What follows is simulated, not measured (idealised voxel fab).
process module | voxel self aligned vias
Cross-section cut: width 235 nm, square cells of 5 nm.
A cross-section in this document is a grid of square cells, and it is written down as bands, the top band listed before the ones below it; a band is made up of one or more rows of cells.
The entry gives the band's vertical extent as a top height and a bottom height in nm, then its horizontal make-up as materials from left to right, each with a width in nm. "blank" stands for empty space; a single material marked "full width" fills the band edge to edge.
Zero point of the height axis is 0; under it, received wafer = one material. Lowest band: continues down indefinitely, "0 and below".
A width such as "30..40" changes by the same amount from each row of cells to the next, from the band's top row to its bottom row.
Given "no change occurred" for a step, no cell of the cross-section differs between before and after that step.
So "Voids lacking openings" is basically the list of trapped voids: any empty space of 8 cells or more that can't reach the top through an opening. They're written width x height at distance, the distance being from the left edge, and it's all nm.
The remark found on a step's line after its settings is issued by the simulator itself and pertains to that step.
"overlay nm", when on a step's line for a step with a mask, measures how far to the right of its planned place the mask lay; a negative measure means to the left.

## The planned process steps are enumerated hereunder
step 1: RECEIVE,material Si
step 2: CONFORMAL_DEP,material SiO2,thk nm 10
step 3: CONFORMAL_DEP,material SiCN,thk nm 5
step 4: DIRECTIONAL_DEP,material lowk,thk nm 30
step 5: DIRECTIONAL_DEP,material aC,thk nm 10
step 6: PATTERN,tone open,mask id LINES,material resist,width nm 20,pitch nm 45,thk nm 25,overlay nm 0
step 7: DIRECTIONAL_ETCH,etch materials aC,depth nm 10
step 8: STRIP,etch materials resist
step 9: DIRECTIONAL_ETCH,etch materials lowk,depth nm 30
step 10: STRIP,etch materials aC
step 11: CONFORMAL_DEP,material TiN,thk nm 5
step 12: FILL_DEP,material W,thk nm 5
step 13: CMP,height nm 45
step 14: SELECTIVE_ETCH,etch materials W Ru TiN,depth nm 10
step 15: FILL_DEP,material SiN,thk nm 10
step 16: CMP,height nm 45
step 17: DIRECTIONAL_DEP,material lowk,thk nm 20
step 18: MASKED_ETCH,tone open,mask id VIAS,width nm 30,etch materials lowk,depth nm 20,overlay nm 0
step 19: MASKED_ETCH,tone open,mask id VIAS,width nm 30,etch materials SiN,depth nm 10,overlay nm 0
step 20: CONFORMAL_DEP,material TiN,thk nm 5
step 21: FILL_DEP,material Cu,thk nm 5
step 22: CMP,height nm 65
step 23: CONFORMAL_DEP,material SiCN,thk nm 5

## Cross-section of the wafer at receipt, which is the condition after step 1
	0 and below  Si full width
	Voids lacking openings: none

## The plan above was carried out on the starting structure above with one mistake, and this cross-section shows the wafer at the end of the module
	70 down to 65  SiCN full width
	65 down to 45  80 lowk  5 TiN  20 lowk  5 TiN  125 lowk
	45 down to 35  85 lowk  20 SiN  25 lowk  20 SiN  85 lowk
	35 down to 20  85 lowk  5 TiN  10 W  5 TiN  25 lowk  5 TiN  10 W  5 TiN  85 lowk
	20 down to 15  85 lowk  20 TiN  25 lowk  20 TiN  85 lowk
	15 down to 10  SiCN full width
	10 down to 0  SiO2 full width
	0 and below  Si full width
	Voids lacking openings: none
What was the processing mistake? steps 17 and 18 were swapped
